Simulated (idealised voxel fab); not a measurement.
Module name: voxel ribs on slabs (process module)
We display cut, a cross-section 200 nm in width whose square cells are each 5 nm.
Throughout this document, each cross-section is represented as a grid of square cells and is presented as a sequence of bands enumerated from the top downward, where a band comprises one or more rows of cells.
Heads up on the band format: heights come first, top then bottom, in nm. After that it's the materials left to right, each with its width in nm. A single material flagged "all across" fills the whole band edge to edge, and "blank" means there's empty space there.
Heights are measured from 0, the level below which the as-received wafer is all one material; the lowest band has no bottom and continues downward, written as in "from 0 down".
The two numbers in a width such as "30 to 40" mark its ends across the band: the first belongs to the top row of cells, the second to the bottom row, and from each row to the next the width moves by the same amount.
"no alterations made" -> step changed no cross-section cell.
If an empty space has no open way to the top and is at least 8 cells in size, "Sealed internal cavities" lists it, written width x height at distance, where distance is measured from the left edge and every value is in nm.
On each step's line, the part that comes after the settings is the simulator's own comment on the step.
What "overlay nm" on a step's line means: if the step has a mask, that mask lay this far to the right of its planned place, or, when the value is negative, to the left.
-- Steps planned for the process
1 RECEIVE (material Si)
2 DIRECTIONAL_DEP (material SiO2; thk nm 30)
3 DIRECTIONAL_DEP (material polySi; thk nm 5)
4 PATTERN (tone cover; mask id RIB; material resist; width nm 30; thk nm 20; overlay nm 0)
5 DIRECTIONAL_ETCH (etch materials polySi; depth nm 10)
6 STRIP (etch materials resist)
7 MASKED_ETCH (tone cover; mask id SLAB; width nm 80; etch materials polySi; depth nm 5; overlay nm 0)
8 FILL_DEP (material SiO2; thk nm 30)
9 CMP (height nm 65)
10 DIRECTIONAL_DEP (material TiN; thk nm 10)
11 DIRECTIONAL_DEP (material aC; thk nm 15)
12 PATTERN (tone cover; mask id HEATER; material resist; width nm 40; thk nm 30; overlay nm 0)
13 DIRECTIONAL_ETCH (etch materials aC; depth nm 15)
14 STRIP (etch materials resist)
15 DIRECTIONAL_ETCH (etch materials TiN; depth nm 10)
16 STRIP (etch materials aC)
17 CONFORMAL_DEP (material SiO2; thk nm 10)
It is noted that the wafers described herein are identical at the outset and are distinguished by the thk nm of step 3; the value stated in the plan corresponds to the first wafer.
-- Cross-section of the first incoming wafer of several, state after step 1
  from 0 down: Si all across
  Sealed internal cavities: none
-- First wafer of several, cross-section, module end, after step 17 (last)
  from 85 to 75: blank 70; SiO2 60; blank 70
  from 75 to 65: SiO2 80; TiN 40; SiO2 80
  from 65 to 35: SiO2 all across
  from 35 to 30: SiO2 85; polySi 30; SiO2 85
  from 30 to 0: SiO2 all across
  from 0 down: Si all across
  Sealed internal cavities: none
-- End of module: cross-section, last of several wafers
  from 85 to 75: blank 70; SiO2 60; blank 70
  from 75 to 65: SiO2 80; TiN 40; SiO2 80
  from 65 to 60: SiO2 all across
  from 60 to 50: SiO2 85; polySi 30; SiO2 85
  from 50 to 45: SiO2 60; polySi 80; SiO2 60
  from 45 to 30: polySi all across
  from 30 to 0: SiO2 all across
  from 0 down: Si all across
  Sealed internal cavities: none
-- Rows = wafers. At module end, each row lists per material the cells gained (+) or lost (-) since the wafer was received, then the closed voids
thk nm 5 | +602 SiO2 | +16 TiN | +6 polySi | Sealed internal cavities: none
thk nm 10 | +596 SiO2 | +16 TiN | +12 polySi | Sealed internal cavities: none
thk nm 15 | +580 SiO2 | +16 TiN | +28 polySi | Sealed internal cavities: none
thk nm 20 | +540 SiO2 | +16 TiN | +68 polySi | Sealed internal cavities: none
thk nm 25 | +500 SiO2 | +16 TiN | +108 polySi | Sealed internal cavities: none
thk nm 30 | +460 SiO2 | +16 TiN | +148 polySi | Sealed internal cavities: none
